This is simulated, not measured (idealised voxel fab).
process module | voxel ribs on slabs
cross-section cut | 175 nm wide | cells 5 nm
A cross-section is a grid of square cells, given in bands from the top down. A band is one or more rows of cells.
Each band's line starts with the height of the band's top and of its bottom, in nm. Then come its materials from left to right, each with its width in nm. One material with "throughout" fills the band from edge to edge. "air" is empty space.
Height 0 is the level under which the wafer as received is all one material. The lowest band goes on downwards, as in "0 down".
A width such as "30 to 40" changes by the same amount from each row of cells to the next, from the band's top row to its bottom row.
"no change" after a step means that no cell of the cross-section changed.
closed voids: empty space of 8 cells or more with no open way to the top, each as width x height at its distance from the left edge, in nm
after a step's settings: what the simulator itself notes on the step
overlay nm, on a step with a mask: how far to the right of its planned place the mask lay; to the left if negative
Each pair below shows a cross-section before one step and the cross-section after it, down to the lowest band that changed. The line under each pair gives the step between them, with its settings. The pairs can come from different runs of this module on the same starting wafer, so a pair continues from the pair above only where its "before" says so.
before
  0 down: Si throughout
  closed voids: none
after
  30 to 0: SiO2 throughout
  below 0: unchanged
  closed voids: none
the step between: op DIRECTIONAL_DEP | material SiO2 | thk nm 30
before: the cross-section after the pair above
after
  45 to 30: SiN throughout
  below 30: unchanged
  closed voids: none
the step between: op DIRECTIONAL_DEP | material SiN | thk nm 15
before: the cross-section after the pair above
after
  60 to 45: aC throughout
  below 45: unchanged
  closed voids: none
the step between: op DIRECTIONAL_DEP | material aC | thk nm 15
before: the cross-section after the pair above
after
  95 to 60: air 80 | resist 15 | air 80
  below 60: unchanged
  closed voids: none
the step between: op PATTERN | tone cover | mask id RIB | material resist | width nm 15 | thk nm 35 | overlay nm 0
before: the cross-section after the pair above
after
  80 to 60: air 80 | resist 15 | air 80
  60 to 45: air 80 | aC 15 | air 80
  below 45: unchanged
  closed voids: none
the step between: op DIRECTIONAL_ETCH | etch materials aC | depth nm 15
before: the cross-section after the pair above
after
  60 to 45: air 80 | aC 15 | air 80
  below 45: unchanged
  closed voids: none
the step between: op STRIP | etch materials resist
before: the cross-section after the pair above
after
  60 to 45: air 80 | aC 15 | air 80
  45 to 40: air 80 | SiN 15 | air 80
  below 40: unchanged
  closed voids: none
the step between: op DIRECTIONAL_ETCH | etch materials SiN | depth nm 5
before: the cross-section after the pair above
after
  45 to 40: air 80 | SiN 15 | air 80
  below 40: unchanged
  closed voids: none
the step between: op STRIP | etch materials aC
before: the cross-section after the pair above
after
  60 to 55: air 80 | aC 15 | air 80
  55 to 45: aC throughout
  45 to 40: aC 80 | SiN 15 | aC 80
  below 40: unchanged
  closed voids: none
the step between: op DIRECTIONAL_DEP | material aC | thk nm 15
before: the cross-section after the pair above
after
  95 to 60: air 65 | resist 45 | air 65
  60 to 55: air 65 | resist 15 | aC 15 | resist 15 | air 65
  below 55: unchanged
  closed voids: none
the step between: op PATTERN | tone cover | mask id SLAB | material resist | width nm 45 | thk nm 35 | overlay nm 0
before: the cross-section after the pair above
after
  80 to 60: air 65 | resist 45 | air 65
  60 to 55: air 65 | resist 15 | aC 15 | resist 15 | air 65
  55 to 45: air 65 | aC 45 | air 65
  45 to 40: air 65 | aC 15 | SiN 15 | aC 15 | air 65
  below 40: unchanged
  closed voids: none
the step between: op DIRECTIONAL_ETCH | etch materials aC | depth nm 15
before: the cross-section after the pair above
after
  60 to 55: air 80 | aC 15 | air 80
  below 55: unchanged
  closed voids: none
the step between: op STRIP | etch materials resist
before: the cross-section after the pair above
after
  60 to 55: air 80 | aC 15 | air 80
  55 to 45: air 65 | aC 45 | air 65
  45 to 40: air 65 | aC 15 | SiN 15 | aC 15 | air 65
  40 to 30: air 65 | SiN 45 | air 65
  below 30: unchanged
  closed voids: none
the step between: op DIRECTIONAL_ETCH | etch materials SiN | depth nm 10
before: the cross-section after the pair above
after
  45 to 40: air 80 | SiN 15 | air 80
  below 40: unchanged
  closed voids: none
the step between: op STRIP | etch materials aC
before: the cross-section after the pair above
after
  65 to 45: SiO2 throughout
  45 to 40: SiO2 80 | SiN 15 | SiO2 80
  40 to 30: SiO2 65 | SiN 45 | SiO2 65
  below 30: unchanged
  closed voids: none
the step between: op FILL_DEP | material SiO2 | thk nm 20
before: the cross-section after the pair above
after
  55 to 45: SiO2 throughout
  below 45: unchanged
  closed voids: none
the step between: op CMP | height nm 55
before: the cross-section after the pair above
after
  65 to 55: W throughout
  below 55: unchanged
  closed voids: none
the step between: op DIRECTIONAL_DEP | material W | thk nm 10
before: the cross-section after the pair above
after
  75 to 65: aC throughout
  below 65: unchanged
  closed voids: none
the step between: op DIRECTIONAL_DEP | material aC | thk nm 10
before: the cross-section after the pair above
after
  105 to 75: air 75 | resist 25 | air 75
  below 75: unchanged
  closed voids: none
the step between: op PATTERN | tone cover | mask id HEATER | material resist | width nm 25 | thk nm 30 | overlay nm 0
before: the cross-section after the pair above
after
  95 to 75: air 75 | resist 25 | air 75
  75 to 65: air 75 | aC 25 | air 75
  below 65: unchanged
  closed voids: none
the step between: op DIRECTIONAL_ETCH | etch materials aC | depth nm 10
before: the cross-section after the pair above
after
  75 to 65: air 75 | aC 25 | air 75
  below 65: unchanged
  closed voids: none
the step between: op STRIP | etch materials resist
before: the cross-section after the pair above
after
  75 to 65: air 75 | aC 25 | air 75
  65 to 55: air 75 | W 25 | air 75
  below 55: unchanged
  closed voids: none
the step between: op DIRECTIONAL_ETCH | etch materials W | depth nm 10
before: the cross-section after the pair above
after
  65 to 55: air 75 | W 25 | air 75
  below 55: unchanged
  closed voids: none
the step between: op STRIP | etch materials aC
before: the cross-section after the pair above
after
  75 to 65: air 65 | SiN 45 | air 65
  65 to 55: SiN 75 | W 25 | SiN 75
  below 55: unchanged
  closed voids: none
the step between: op CONFORMAL_DEP | material SiN | thk nm 10
before
  0 down: Si throughout
  closed voids: none
after
  15 to 0: SiN throughout
  below 0: unchanged
  closed voids: none
the step between: op DIRECTIONAL_DEP | material SiN | thk nm 15
before: the cross-section after the pair above
after
  45 to 15: SiO2 throughout
  below 15: unchanged
  closed voids: none
the step between: op DIRECTIONAL_DEP | material SiO2 | thk nm 30
before: the cross-section after the pair above
after
  60 to 45: aC throughout
  below 45: unchanged
  closed voids: none
the step between: op DIRECTIONAL_DEP | material aC | thk nm 15
before: the cross-section after the pair above
after
  95 to 60: air 80 | resist 15 | air 80
  below 60: unchanged
  closed voids: none
the step between: op PATTERN | tone cover | mask id RIB | material resist | width nm 15 | thk nm 35 | overlay nm 0
before: the cross-section after the pair above
after
  80 to 60: air 80 | resist 15 | air 80
  60 to 45: air 80 | aC 15 | air 80
  below 45: unchanged
  closed voids: none
the step between: op DIRECTIONAL_ETCH | etch materials aC | depth nm 15
before: the cross-section after the pair above
after
  60 to 45: air 80 | aC 15 | air 80
  below 45: unchanged
  closed voids: none
the step between: op STRIP | etch materials resist
before: the cross-section after the pair above
after
  45 to 15: SiO2 throughout
  below 15: unchanged
  closed voids: none
the step between: op STRIP | etch materials aC
before
  60 to 45: aC throughout
  45 to 15: SiO2 throughout
  15 to 0: SiN throughout
  0 down: Si throughout
  closed voids: none
after
  95 to 60: air 65 | resist 45 | air 65
  below 60: unchanged
  closed voids: none
the step between: op PATTERN | tone cover | mask id SLAB | material resist | width nm 45 | thk nm 35 | overlay nm 0
before: the cross-section after the pair above
after
  80 to 60: air 65 | resist 45 | air 65
  60 to 45: air 65 | aC 45 | air 65
  below 45: unchanged
  closed voids: none
the step between: op DIRECTIONAL_ETCH | etch materials aC | depth nm 15
before: the cross-section after the pair above
after
  60 to 45: air 65 | aC 45 | air 65
  below 45: unchanged
  closed voids: none
the step between: op STRIP | etch materials resist
before: the cross-section after the pair above
after
  45 to 15: SiO2 throughout
  below 15: unchanged
  closed voids: none
the step between: op STRIP | etch materials aC
before: the cross-section after the pair above
after
  65 to 15: SiO2 throughout
  below 15: unchanged
  closed voids: none
the step between: op FILL_DEP | material SiO2 | thk nm 20
before: the cross-section after the pair above
after
  55 to 15: SiO2 throughout
  below 15: unchanged
  closed voids: none
the step between: op CMP | height nm 55
before: the cross-section after the pair above
after
  65 to 55: W throughout
  below 55: unchanged
  closed voids: none
the step between: op DIRECTIONAL_DEP | material W | thk nm 10
before: the cross-section after the pair above
after
  75 to 65: aC throughout
  below 65: unchanged
  closed voids: none
the step between: op DIRECTIONAL_DEP | material aC | thk nm 10
before: the cross-section after the pair above
after
  105 to 75: air 75 | resist 25 | air 75
  below 75: unchanged
  closed voids: none
the step between: op PATTERN | tone cover | mask id HEATER | material resist | width nm 25 | thk nm 30 | overlay nm 0
before: the cross-section after the pair above
after
  95 to 75: air 75 | resist 25 | air 75
  75 to 65: air 75 | aC 25 | air 75
  below 65: unchanged
  closed voids: none
the step between: op DIRECTIONAL_ETCH | etch materials aC | depth nm 10
before: the cross-section after the pair above
after
  75 to 65: air 75 | aC 25 | air 75
  below 65: unchanged
  closed voids: none
the step between: op STRIP | etch materials resist
before: the cross-section after the pair above
after
  75 to 65: air 75 | aC 25 | air 75
  65 to 55: air 75 | W 25 | air 75
  below 55: unchanged
  closed voids: none
the step between: op DIRECTIONAL_ETCH | etch materials W | depth nm 10
before: the cross-section after the pair above
after
  65 to 55: air 75 | W 25 | air 75
  below 55: unchanged
  closed voids: none
the step between: op STRIP | etch materials aC
before: the cross-section after the pair above
after
  75 to 65: air 65 | SiN 45 | air 65
  65 to 55: SiN 75 | W 25 | SiN 75
  below 55: unchanged
  closed voids: none
the step between: op CONFORMAL_DEP | material SiN | thk nm 10
before
  75 to 65: air 75 | aC 25 | air 75
  65 to 55: W throughout
  55 to 45: SiO2 throughout
  45 to 40: SiO2 80 | SiN 15 | SiO2 80
  40 to 30: SiO2 65 | SiN 45 | SiO2 65
  30 to 0: SiO2 throughout
  0 down: Si throughout
  closed voids: none
after
  75 to 65: air 75 | aC 25 | air 75
  65 to 60: air 75 | W 25 | air 75
  below 60: unchanged
  closed voids: none
the step between: op DIRECTIONAL_ETCH | etch materials W | depth nm 5
before: the cross-section after the pair above
after
  65 to 60: air 75 | W 25 | air 75
  below 60: unchanged
  closed voids: none
the step between: op STRIP | etch materials aC
before: the cross-section after the pair above
after
  75 to 70: air 65 | SiN 45 | air 65
  70 to 65: SiN throughout
  65 to 60: SiN 75 | W 25 | SiN 75
  below 60: unchanged
  closed voids: none
the step between: op CONFORMAL_DEP | material SiN | thk nm 10
before
  60 to 55: air 80 | aC 15 | air 80
  55 to 45: aC throughout
  45 to 40: aC 80 | SiN 15 | aC 80
  40 to 30: SiN throughout
  30 to 0: SiO2 throughout
  0 down: Si throughout
  closed voids: none
after
  95 to 60: air 70 | resist 35 | air 70
  60 to 55: air 70 | resist 10 | aC 15 | resist 10 | air 70
  below 55: unchanged
  closed voids: none
the step between: op PATTERN | tone cover | mask id SLAB | material resist | width nm 35 | thk nm 35 | overlay nm 0
before: the cross-section after the pair above
after
  80 to 60: air 70 | resist 35 | air 70
  60 to 55: air 70 | resist 10 | aC 15 | resist 10 | air 70
  55 to 45: air 70 | aC 35 | air 70
  45 to 40: air 70 | aC 10 | SiN 15 | aC 10 | air 70
  below 40: unchanged
  closed voids: none
the step between: op DIRECTIONAL_ETCH | etch materials aC | depth nm 15
before: the cross-section after the pair above
after
  60 to 55: air 80 | aC 15 | air 80
  below 55: unchanged
  closed voids: none
the step between: op STRIP | etch materials resist
before: the cross-section after the pair above
after
  60 to 55: air 80 | aC 15 | air 80
  55 to 45: air 70 | aC 35 | air 70
  45 to 40: air 70 | aC 10 | SiN 15 | aC 10 | air 70
  40 to 30: air 70 | SiN 35 | air 70
  below 30: unchanged
  closed voids: none
the step between: op DIRECTIONAL_ETCH | etch materials SiN | depth nm 10
before: the cross-section after the pair above
after
  45 to 40: air 80 | SiN 15 | air 80
  below 40: unchanged
  closed voids: none
the step between: op STRIP | etch materials aC
before: the cross-section after the pair above
after
  65 to 45: SiO2 throughout
  45 to 40: SiO2 80 | SiN 15 | SiO2 80
  40 to 30: SiO2 70 | SiN 35 | SiO2 70
  below 30: unchanged
  closed voids: none
the step between: op FILL_DEP | material SiO2 | thk nm 20
before: the cross-section after the pair above
after
  55 to 45: SiO2 throughout
  below 45: unchanged
  closed voids: none
the step between: op CMP | height nm 55
before: the cross-section after the pair above
after
  65 to 55: W throughout
  below 55: unchanged
  closed voids: none
the step between: op DIRECTIONAL_DEP | material W | thk nm 10
before: the cross-section after the pair above
after
  75 to 65: aC throughout
  below 65: unchanged
  closed voids: none
the step between: op DIRECTIONAL_DEP | material aC | thk nm 10
before: the cross-section after the pair above
after
  105 to 75: air 75 | resist 25 | air 75
  below 75: unchanged
  closed voids: none
the step between: op PATTERN | tone cover | mask id HEATER | material resist | width nm 25 | thk nm 30 | overlay nm 0
before: the cross-section after the pair above
after
  95 to 75: air 75 | resist 25 | air 75
  75 to 65: air 75 | aC 25 | air 75
  below 65: unchanged
  closed voids: none
the step between: op DIRECTIONAL_ETCH | etch materials aC | depth nm 10
before: the cross-section after the pair above
after
  75 to 65: air 75 | aC 25 | air 75
  below 65: unchanged
  closed voids: none
the step between: op STRIP | etch materials resist
before: the cross-section after the pair above
after
  75 to 65: air 75 | aC 25 | air 75
  65 to 55: air 75 | W 25 | air 75
  below 55: unchanged
  closed voids: none
the step between: op DIRECTIONAL_ETCH | etch materials W | depth nm 10
before: the cross-section after the pair above
after
  65 to 55: air 75 | W 25 | air 75
  below 55: unchanged
  closed voids: none
the step between: op STRIP | etch materials aC
before: the cross-section after the pair above
after
  75 to 65: air 65 | SiN 45 | air 65
  65 to 55: SiN 75 | W 25 | SiN 75
  below 55: unchanged
  closed voids: none
the step between: op CONFORMAL_DEP | material SiN | thk nm 10
before
  75 to 65: aC throughout
  65 to 55: W throughout
  55 to 45: SiO2 throughout
  45 to 40: SiO2 80 | SiN 15 | SiO2 80
  40 to 30: SiO2 65 | SiN 45 | SiO2 65
  30 to 0: SiO2 throughout
  0 down: Si throughout
  closed voids: none
after
  105 to 75: air 85 | resist 25 | air 65
  below 75: unchanged
  closed voids: none
the step between: op PATTERN | tone cover | mask id HEATER | material resist | width nm 25 | thk nm 30 | overlay nm 10
before: the cross-section after the pair above
after
  95 to 75: air 85 | resist 25 | air 65
  75 to 65: air 85 | aC 25 | air 65
  below 65: unchanged
  closed voids: none
the step between: op DIRECTIONAL_ETCH | etch materials aC | depth nm 10
before: the cross-section after the pair above
after
  75 to 65: air 85 | aC 25 | air 65
  below 65: unchanged
  closed voids: none
the step between: op STRIP | etch materials resist
before: the cross-section after the pair above
after
  75 to 65: air 85 | aC 25 | air 65
  65 to 55: air 85 | W 25 | air 65
  below 55: unchanged
  closed voids: none
the step between: op DIRECTIONAL_ETCH | etch materials W | depth nm 10
before: the cross-section after the pair above
after
  65 to 55: air 85 | W 25 | air 65
  below 55: unchanged
  closed voids: none
the step between: op STRIP | etch materials aC
before: the cross-section after the pair above
after
  75 to 65: air 75 | SiN 45 | air 55
  65 to 55: SiN 85 | W 25 | SiN 65
  below 55: unchanged
  closed voids: none
the step between: op CONFORMAL_DEP | material SiN | thk nm 10
before
  65 to 55: W throughout
  55 to 45: SiO2 throughout
  45 to 40: SiO2 80 | SiN 15 | SiO2 80
  40 to 30: SiO2 65 | SiN 45 | SiO2 65
  30 to 0: SiO2 throughout
  0 down: Si throughout
  closed voids: none
after
  75 to 65: SiN throughout
  below 65: unchanged
  closed voids: none
the step between: op DIRECTIONAL_DEP | material SiN | thk nm 10
before: the cross-section after the pair above
after
  105 to 75: air 75 | resist 25 | air 75
  below 75: unchanged
  closed voids: none
the step between: op PATTERN | tone cover | mask id HEATER | material resist | width nm 25 | thk nm 30 | overlay nm 0
before: the cross-section after the pair above
after
  95 to 75: air 75 | resist 25 | air 75
  below 75: unchanged
  closed voids: none
the step between: op DIRECTIONAL_ETCH | etch materials aC | depth nm 10
before: the cross-section after the pair above
after
  75 to 65: SiN throughout
  below 65: unchanged
  closed voids: none
the step between: op STRIP | etch materials resist
before: the cross-section after the pair above
after
  85 to 65: SiN throughout
  below 65: unchanged
  closed voids: none
the step between: op CONFORMAL_DEP | material SiN | thk nm 10
before
  75 to 65: aC throughout
  65 to 55: W throughout
  55 to 45: SiO2 throughout
  45 to 40: SiO2 80 | SiN 15 | SiO2 80
  40 to 30: SiO2 65 | SiN 45 | SiO2 65
  30 to 0: SiO2 throughout
  0 down: Si throughout
  closed voids: none
after
  105 to 75: resist 75 | air 25 | resist 75
  below 75: unchanged
  closed voids: none
the step between: op PATTERN | tone open | mask id HEATER | material resist | width nm 25 | thk nm 30 | overlay nm 0
before: the cross-section after the pair above
after
  95 to 75: resist 75 | air 25 | resist 75
  75 to 65: aC 75 | air 25 | aC 75
  below 65: unchanged
  closed voids: none
the step between: op DIRECTIONAL_ETCH | etch materials aC | depth nm 10
before: the cross-section after the pair above
after
  75 to 65: aC 75 | air 25 | aC 75
  below 65: unchanged
  closed voids: none
the step between: op STRIP | etch materials resist
before: the cross-section after the pair above
after
  75 to 65: aC 75 | air 25 | aC 75
  65 to 55: W 75 | air 25 | W 75
  below 55: unchanged
  closed voids: none
the step between: op DIRECTIONAL_ETCH | etch materials W | depth nm 10
before: the cross-section after the pair above
after
  65 to 55: W 75 | air 25 | W 75
  below 55: unchanged
  closed voids: none
the step between: op STRIP | etch materials aC
before: the cross-section after the pair above
after
  75 to 65: SiN 85 | air 5 | SiN 85
  65 to 55: W 75 | SiN 25 | W 75
  below 55: unchanged
  closed voids: none
the step between: op CONFORMAL_DEP | material SiN | thk nm 10
